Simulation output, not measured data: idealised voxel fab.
process module | voxel transistor to metal
cross-section cut | 300 nm wide | cells 5 nm
A cross-section is a grid of square cells, given in bands from the top down. A band is one or more rows of cells.
Each band's line starts with the height of the band's top and of its bottom, in nm. Then come its materials from left to right, each with its width in nm. One material with "throughout" fills the band from edge to edge. "air" is empty space.
Height 0 is the level under which the wafer as received is all one material. The lowest band goes on downwards, as in "0 down".
A width such as "30 to 40" changes by the same amount from each row of cells to the next, from the band's top row to its bottom row.
"no change" after a step means that no cell of the cross-section changed.
closed voids: empty space of 8 cells or more with no open way to the top, each as width x height at its distance from the left edge, in nm
after a step's settings: what the simulator itself notes on the step
overlay nm, on a step with a mask: how far to the right of its planned place the mask lay; to the left if negative
plan
1 op RECEIVE | material Si
2 op OXIDIZE | depth nm 5
3 op CONFORMAL_DEP | material SiN | thk nm 15
4 op PATTERN | tone cover | mask id ACTIVE | material resist | width nm 90 | pitch nm 110 | thk nm 20 | overlay nm 0
5 op DIRECTIONAL_ETCH | etch materials SiN | depth nm 15
6 op DIRECTIONAL_ETCH | etch materials SiO2 | depth nm 5
7 op DIRECTIONAL_ETCH | etch materials Si | depth nm 30
8 op STRIP | etch materials resist
9 op OXIDIZE | depth nm 5
10 op FILL_DEP | material SiO2 | thk nm 10
11 op CMP | height nm 15
12 op SELECTIVE_ETCH | etch materials SiO2 | depth nm 5
13 op STRIP | etch materials SiN
14 op SELECTIVE_ETCH | etch materials SiO2 | depth nm 5
15 op OXIDIZE | depth nm 5
16 op DIRECTIONAL_DEP | material polySi | thk nm 30
17 op DIRECTIONAL_DEP | material SiCN | thk nm 10
18 op MASKED_ETCH | tone cover | mask id GATE | width nm 20 | pitch nm 110 | etch materials SiCN | depth nm 20 | overlay nm 0
19 op MASKED_ETCH | tone cover | mask id GATE | width nm 20 | pitch nm 110 | etch materials polySi | depth nm 40 | overlay nm 0
20 op CONFORMAL_DEP | material SiO2 | thk nm 5
21 op DIRECTIONAL_ETCH | etch materials SiO2 | depth nm 5
22 op CONFORMAL_DEP | material SiN | thk nm 5
23 op DIRECTIONAL_ETCH | etch materials SiN | depth nm 5
24 op DIRECTIONAL_ETCH | etch materials SiO2 | depth nm 5
25 op DIRECTIONAL_ETCH | etch materials Si | depth nm 15
26 op EPI | material SiGe | thk nm 15
27 op FILL_DEP | material SiO2 | thk nm 5
28 op CMP | height nm 35
29 op DIRECTIONAL_DEP | material SiO2 | thk nm 10
30 op DIRECTIONAL_DEP | material aC | thk nm 15
31 op PATTERN | tone open | mask id CONTACT | material resist | width nm 15 | thk nm 35 | overlay nm 0
32 op DIRECTIONAL_ETCH | etch materials aC | depth nm 15
33 op STRIP | etch materials resist
34 op DIRECTIONAL_ETCH | etch materials SiO2 | depth nm 55
35 op STRIP | etch materials aC
36 op CONFORMAL_DEP | material TiN | thk nm 5
37 op FILL_DEP | material W | thk nm 5
38 op CMP | height nm 45
39 op DIRECTIONAL_DEP | material TiN | thk nm 5
40 op DIRECTIONAL_DEP | material Ru | thk nm 20
41 op PATTERN | tone cover | mask id METAL_1 | material resist | width nm 15 | thk nm 15 | overlay nm 0
42 op DIRECTIONAL_ETCH | etch materials Ru | depth nm 20
43 op DIRECTIONAL_ETCH | etch materials TiN | depth nm 5
44 op STRIP | etch materials resist
45 op CONFORMAL_DEP | material SiN | thk nm 5
46 op FILL_DEP | material SiO2 | thk nm 10
47 op CMP | height nm 70
48 op CONFORMAL_DEP | material SiCN | thk nm 5
as received, after step 1
  0 down: Si throughout
  closed voids: none
a wafer at the end: this start, this plan, one mistake
  75 to 70: SiCN throughout
  70 to 50: SiO2 50 | SiN 5 | Ru 15 | SiN 5 | SiO2 40 | SiN 5 | Ru 15 | SiN 5 | SiO2 20 | SiN 5 | Ru 15 | SiN 5 | SiO2 40 | SiN 5 | Ru 15 | SiN 5 | SiO2 50
  50 to 45: SiN 55 | TiN 15 | SiN 50 | TiN 15 | SiN 30 | TiN 15 | SiN 50 | TiN 15 | SiN 55
  45 to 35: SiO2 55 | TiN 5 | W 5 | TiN 5 | SiO2 50 | TiN 5 | W 5 | TiN 5 | SiO2 30 | TiN 5 | W 5 | TiN 5 | SiO2 50 | TiN 5 | W 5 | TiN 5 | SiO2 55
  35 to 25: SiO2 55 | TiN 5 | W 5 | TiN 5 | SiO2 5 | SiN 5 | SiO2 5 | SiCN 20 | SiO2 5 | SiN 5 | SiO2 5 | TiN 5 | W 5 | TiN 5 | SiO2 30 | TiN 5 | W 5 | TiN 5 | SiO2 5 | SiN 5 | SiO2 5 | SiCN 20 | SiO2 5 | SiN 5 | SiO2 5 | TiN 5 | W 5 | TiN 5 | SiO2 55
  25 to 10: SiO2 55 | TiN 5 | W 5 | TiN 5 | SiO2 5 | SiN 5 | SiO2 5 | polySi 20 | SiO2 5 | SiN 5 | SiO2 5 | TiN 5 | W 5 | TiN 5 | SiO2 30 | TiN 5 | W 5 | TiN 5 | SiO2 5 | SiN 5 | SiO2 5 | polySi 20 | SiO2 5 | SiN 5 | SiO2 5 | TiN 5 | W 5 | TiN 5 | SiO2 55
  10 to 5: SiO2 55 | TiN 15 | SiO2 5 | SiN 5 | SiO2 5 | polySi 20 | SiO2 5 | SiN 5 | SiO2 5 | TiN 15 | SiO2 30 | TiN 15 | SiO2 5 | SiN 5 | SiO2 5 | polySi 20 | SiO2 5 | SiN 5 | SiO2 5 | TiN 15 | SiO2 55
  5 to 0: SiO2 45 | SiN 5 | SiO2 5 | TiN 5 | SiGe 15 | SiN 5 | SiO2 5 | polySi 20 | SiO2 5 | SiN 5 | SiGe 15 | TiN 5 | SiO2 30 | TiN 5 | SiGe 15 | SiN 5 | SiO2 5 | polySi 20 | SiO2 5 | SiN 5 | SiGe 15 | TiN 5 | SiO2 5 | SiN 5 | SiO2 45
  0 to -5: SiO2 45 | SiN 5 | SiGe 25 | SiN 5 | SiO2 5 | polySi 20 | SiO2 5 | SiN 5 | SiGe 25 | SiO2 20 | SiGe 25 | SiN 5 | SiO2 5 | polySi 20 | SiO2 5 | SiN 5 | SiGe 25 | SiN 5 | SiO2 45
  -5 to -10: SiO2 45 | SiN 5 | SiGe 25 | SiO2 40 | SiGe 25 | SiN 5 | SiO2 10 | SiN 5 | SiGe 25 | SiO2 40 | SiGe 25 | SiN 5 | SiO2 45
  -10 to -15: SiO2 60 | SiGe 15 | Si 40 | SiGe 15 | SiO2 40 | SiGe 15 | Si 40 | SiGe 15 | SiO2 60
  -15 to -25: SiO2 55 | Si 5 | SiGe 15 | Si 40 | SiGe 15 | Si 5 | SiO2 30 | Si 5 | SiGe 15 | Si 40 | SiGe 15 | Si 5 | SiO2 55
  -25 to -40: SiO2 55 | Si 80 | SiO2 30 | Si 80 | SiO2 55
  -40 down: Si throughout
  closed voids: none
what went wrong: steps 12 and 13 were swapped
